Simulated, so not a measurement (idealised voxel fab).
Process module under the name voxel self aligned vias
The cross-section shown here is cut; it is 225 nm wide and divided into square cells measuring 5 nm on a side.
A cross-section is written here as square cells arranged in a grid, and it is given in bands from the top down, each band taking up one or more rows of cells. Band: top and bottom heights (nm) first, top before bottom; then materials from left to right, widths in nm. "throughout" marks a sole material filling the band edge to edge. "empty" denotes empty space. Ref level 0: as-received wafer is one material below here. Bottom band extends down with no lower bound ("0..down"). When a width is written as two numbers, as in "30..40", the first number is the width in the top row of cells of the band and the second is the width in its bottom row, and the width changes by the same amount from each row to the next. Given "no change occurred" for a step, no cell of the cross-section differs between before and after that step. The entry titled "Closed void entries" provides the empty spaces that have no open way to the top, restricted to those of 8 cells or more. Each is presented as width x height at distance, the distance being measured from the left edge, with all three in nm. after a step's settings: what the simulator itself notes on the step. If you see "overlay nm" on a step's line and that step has a mask, it's telling you how far right of where it was planned the mask ended up; a negative number means it went left instead.

The following list gives the planned process steps
1: RECEIVE (material Si)
2: CONFORMAL_DEP (material SiO2; thk nm 15)
3: CONFORMAL_DEP (material SiCN; thk nm 5)
4: DIRECTIONAL_DEP (material SiO2; thk nm 20)
5: PATTERN (tone open; mask id LINES; material resist; width nm 20; pitch nm 50; thk nm 20; overlay nm 0)
6: DIRECTIONAL_ETCH (etch materials SiO2; depth nm 20)
7: STRIP (etch materials resist)
8: CONFORMAL_DEP (material TiN; thk nm 5)
9: FILL_DEP (material Ru; thk nm 5)
10: CMP (height nm 40)
11: SELECTIVE_ETCH (etch materials W Ru TiN; depth nm 5)
12: FILL_DEP (material SiN; thk nm 5)
13: CMP (height nm 40)
14: DIRECTIONAL_DEP (material SiO2; thk nm 15)
15: DIRECTIONAL_DEP (material aC; thk nm 10)
16: PATTERN (tone open; mask id VIAS; material resist; width nm 20; pitch nm 50; thk nm 25; overlay nm 0)
17: DIRECTIONAL_ETCH (etch materials aC; depth nm 10)
18: STRIP (etch materials resist)
19: DIRECTIONAL_ETCH (etch materials SiO2; depth nm 15)
20: DIRECTIONAL_ETCH (etch materials SiN; depth nm 5)
21: STRIP (etch materials aC)
22: CONFORMAL_DEP (material TiN; thk nm 5)
23: FILL_DEP (material Ru; thk nm 5)
24: CMP (height nm 55)
25: CONFORMAL_DEP (material SiN; thk nm 5)
The plan shows the width nm of step 16 as the first wafer had it; this setting differs between the wafers, which start out alike.

Cut through the first of several wafers as received, post step 1
0..down | Si throughout
Closed void entries: none

Quick key for the table: a row per wafer, taken at the end of the module. For each material it tells you how many cells the wafer gained (+) or lost (-) since it came in, and the closed voids come after
width nm 20; +30 Ru; +45 SiCN; +45 SiN; +366 SiO2; +54 TiN; Closed void entries: none
width nm 25; +36 Ru; +45 SiCN; +45 SiN; +357 SiO2; +57 TiN; Closed void entries: none
width nm 30; +42 Ru; +45 SiCN; +45 SiN; +348 SiO2; +60 TiN; Closed void entries: none
width nm 35; +48 Ru; +45 SiCN; +45 SiN; +339 SiO2; +63 TiN; Closed void entries: none
